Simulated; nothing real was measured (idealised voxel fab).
Process module heading - voxel tone inversion
Square cells of 5 nm make up the cross-section cut, whose width is 180 nm.
We lay out every cross-section as a grid of square cells and spell it out in bands from the top down, where one band means one or more rows of cells.
Heights first: top, then bottom, in nm. Then materials, left to right, each with a width in nm. "everywhere" on a single material: fills the band edge to edge. "blank": empty space.
Beneath 0, the wafer as received is one material, and that level is where height counting begins. The lowest band goes on downward without a bottom; it is written like "0 -> down".
The width entry "30->40" should be interpreted row by row: the top row of cells in the band takes the first number, the bottom row takes the second number, and the change between adjacent rows is uniform throughout.
"left unchanged", as given for a step, is the statement that not any cell of the cross-section underwent a change during that step.
"Closed cavities" specifies each empty space that is not open to the top and that occupies no fewer than 8 cells, using the form width x height at distance, the distance measured from the left edge and all three quantities in nm.
Past the settings on a step's line: simulator remark, on that step.
When a step includes a mask, the "overlay nm" setting on its line states how far to the right of its planned place that mask lay, and negative values state how far to the left.

[This section lists the process steps that were planned]
1. op RECEIVE | material Si
2. op CONFORMAL_DEP | material SiCN | thk nm 5
3. op DIRECTIONAL_DEP | material aC | thk nm 15
4. op PATTERN | tone cover | mask id POSTS | material resist | width nm 15 | pitch nm 35 | thk nm 20 | overlay nm 0
5. op DIRECTIONAL_ETCH | etch materials aC | depth nm 15
6. op STRIP | etch materials resist
7. op FILL_DEP | material SiO2 | thk nm 10
8. op CMP | height nm 20
9. op STRIP | etch materials aC
10. op CONFORMAL_DEP | material TiN | thk nm 5
11. op FILL_DEP | material Ru | thk nm 5
12. op CMP | height nm 20
13. op CONFORMAL_DEP | material SiCN | thk nm 5

[First wafer out of two, processed as planned]

[Cross-section of the wafer upon arrival, representing the state reached after step 1]
* 0 -> down: Si everywhere
* Closed cavities: none

[Cross-section through the wafer, step 2 finished]
* 5 -> 0: SiCN everywhere
* All layers under 0 are left as they were.

[Cross-section through the wafer, step 3 finished]
* 20 -> 5: aC everywhere
* All layers under 5 are left as they were.

[Cross-section through the wafer, step 4 finished]
* 40 -> 20: 45 of blank | 15 of resist | 20 of blank | 15 of resist | 20 of blank | 15 of resist | 50 of blank
* All layers under 20 are left as they were.

[Cross-section through the wafer, step 5 finished]
* 25 -> 20: 45 of blank | 15 of resist | 20 of blank | 15 of resist | 20 of blank | 15 of resist | 50 of blank
* 20 -> 5: 45 of blank | 15 of aC | 20 of blank | 15 of aC | 20 of blank | 15 of aC | 50 of blank
* All layers under 5 are left as they were.

[Cross-section through the wafer, step 6 finished]
* 20 -> 5: 45 of blank | 15 of aC | 20 of blank | 15 of aC | 20 of blank | 15 of aC | 50 of blank
* All layers under 5 are left as they were.

[Cross-section through the wafer, step 7 finished]
* 30 -> 20: SiO2 everywhere
* 20 -> 5: 45 of SiO2 | 15 of aC | 20 of SiO2 | 15 of aC | 20 of SiO2 | 15 of aC | 50 of SiO2
* All layers under 5 are left as they were.

[Cross-section through the wafer, step 8 finished]
* 20 -> 5: 45 of SiO2 | 15 of aC | 20 of SiO2 | 15 of aC | 20 of SiO2 | 15 of aC | 50 of SiO2
* All layers under 5 are left as they were.

[Cross-section through the wafer, step 9 finished]
* 20 -> 5: 45 of SiO2 | 15 of blank | 20 of SiO2 | 15 of blank | 20 of SiO2 | 15 of blank | 50 of SiO2
* All layers under 5 are left as they were.

[Cross-section through the wafer, step 10 finished]
* 25 -> 20: 50 of TiN | 5 of blank | 30 of TiN | 5 of blank | 30 of TiN | 5 of blank | 55 of TiN
* 20 -> 10: 45 of SiO2 | 5 of TiN | 5 of blank | 5 of TiN | 20 of SiO2 | 5 of TiN | 5 of blank | 5 of TiN | 20 of SiO2 | 5 of TiN | 5 of blank | 5 of TiN | 50 of SiO2
* 10 -> 5: 45 of SiO2 | 15 of TiN | 20 of SiO2 | 15 of TiN | 20 of SiO2 | 15 of TiN | 50 of SiO2
* All layers under 5 are left as they were.

[Cross-section through the wafer, step 11 finished]
* 30 -> 25: Ru everywhere
* 25 -> 20: 50 of TiN | 5 of Ru | 30 of TiN | 5 of Ru | 30 of TiN | 5 of Ru | 55 of TiN
* 20 -> 10: 45 of SiO2 | 5 of TiN | 5 of Ru | 5 of TiN | 20 of SiO2 | 5 of TiN | 5 of Ru | 5 of TiN | 20 of SiO2 | 5 of TiN | 5 of Ru | 5 of TiN | 50 of SiO2
* All layers under 10 are left as they were.

[Cross-section through the wafer, step 12 finished]
* 20 -> 10: 45 of SiO2 | 5 of TiN | 5 of Ru | 5 of TiN | 20 of SiO2 | 5 of TiN | 5 of Ru | 5 of TiN | 20 of SiO2 | 5 of TiN | 5 of Ru | 5 of TiN | 50 of SiO2
* All layers under 10 are left as they were.

[Cross-section through the wafer, step 13 finished]
* 25 -> 20: SiCN everywhere
* All layers under 20 are left as they were.

[The second wafer began exactly as the first did and followed the same plan, but one mistake was made while running it; through step 3 inclusive, the two wafers are identical]

[Second wafer at the planned finish of step 4, seen in cross-section]
* 40 -> 20: 45 of blank | 20 of resist | 15 of blank | 20 of resist | 15 of blank | 20 of resist | 45 of blank
* All layers under 20 are left as they were.

[Second wafer at the planned finish of step 5, seen in cross-section]
* 25 -> 20: 45 of blank | 20 of resist | 15 of blank | 20 of resist | 15 of blank | 20 of resist | 45 of blank
* 20 -> 5: 45 of blank | 20 of aC | 15 of blank | 20 of aC | 15 of blank | 20 of aC | 45 of blank
* All layers under 5 are left as they were.

[Second wafer at the planned finish of step 6, seen in cross-section]
* 20 -> 5: 45 of blank | 20 of aC | 15 of blank | 20 of aC | 15 of blank | 20 of aC | 45 of blank
* All layers under 5 are left as they were.

[Second wafer at the planned finish of step 7, seen in cross-section]
* 30 -> 20: SiO2 everywhere
* 20 -> 5: 45 of SiO2 | 20 of aC | 15 of SiO2 | 20 of aC | 15 of SiO2 | 20 of aC | 45 of SiO2
* All layers under 5 are left as they were.

[Second wafer at the planned finish of step 8, seen in cross-section]
* 20 -> 5: 45 of SiO2 | 20 of aC | 15 of SiO2 | 20 of aC | 15 of SiO2 | 20 of aC | 45 of SiO2
* All layers under 5 are left as they were.

[Second wafer at the planned finish of step 9, seen in cross-section]
* 20 -> 5: 45 of SiO2 | 20 of blank | 15 of SiO2 | 20 of blank | 15 of SiO2 | 20 of blank | 45 of SiO2
* All layers under 5 are left as they were.

[Second wafer at the planned finish of step 10, seen in cross-section]
* 25 -> 20: 50 of TiN | 10 of blank | 25 of TiN | 10 of blank | 25 of TiN | 10 of blank | 50 of TiN
* 20 -> 10: 45 of SiO2 | 5 of TiN | 10 of blank | 5 of TiN | 15 of SiO2 | 5 of TiN | 10 of blank | 5 of TiN | 15 of SiO2 | 5 of TiN | 10 of blank | 5 of TiN | 45 of SiO2
* 10 -> 5: 45 of SiO2 | 20 of TiN | 15 of SiO2 | 20 of TiN | 15 of SiO2 | 20 of TiN | 45 of SiO2
* All layers under 5 are left as they were.

[Second wafer at the planned finish of step 11, seen in cross-section]
* 30 -> 25: Ru everywhere
* 25 -> 20: 50 of TiN | 10 of Ru | 25 of TiN | 10 of Ru | 25 of TiN | 10 of Ru | 50 of TiN
* 20 -> 10: 45 of SiO2 | 5 of TiN | 10 of Ru | 5 of TiN | 15 of SiO2 | 5 of TiN | 10 of Ru | 5 of TiN | 15 of SiO2 | 5 of TiN | 10 of Ru | 5 of TiN | 45 of SiO2
* All layers under 10 are left as they were.

[Second wafer at the planned finish of step 12, seen in cross-section]
* 20 -> 10: 45 of SiO2 | 5 of TiN | 10 of Ru | 5 of TiN | 15 of SiO2 | 5 of TiN | 10 of Ru | 5 of TiN | 15 of SiO2 | 5 of TiN | 10 of Ru | 5 of TiN | 45 of SiO2
* All layers under 10 are left as they were.

[Second wafer at the planned finish of step 13, seen in cross-section]
* 25 -> 20: SiCN everywhere
* All layers under 20 are left as they were.
Here's what went sideways: step 4 ran differently from the plan; actual operation with settings: op PATTERN | tone cover | mask id POSTS | material resist | width nm 20 | pitch nm 35 | thk nm 20 | overlay nm 0
End check, counted in cells, second wafer has more or fewer of these materials than the first: Ru: 6 more; SiO2: 9 fewer; TiN: 3 more
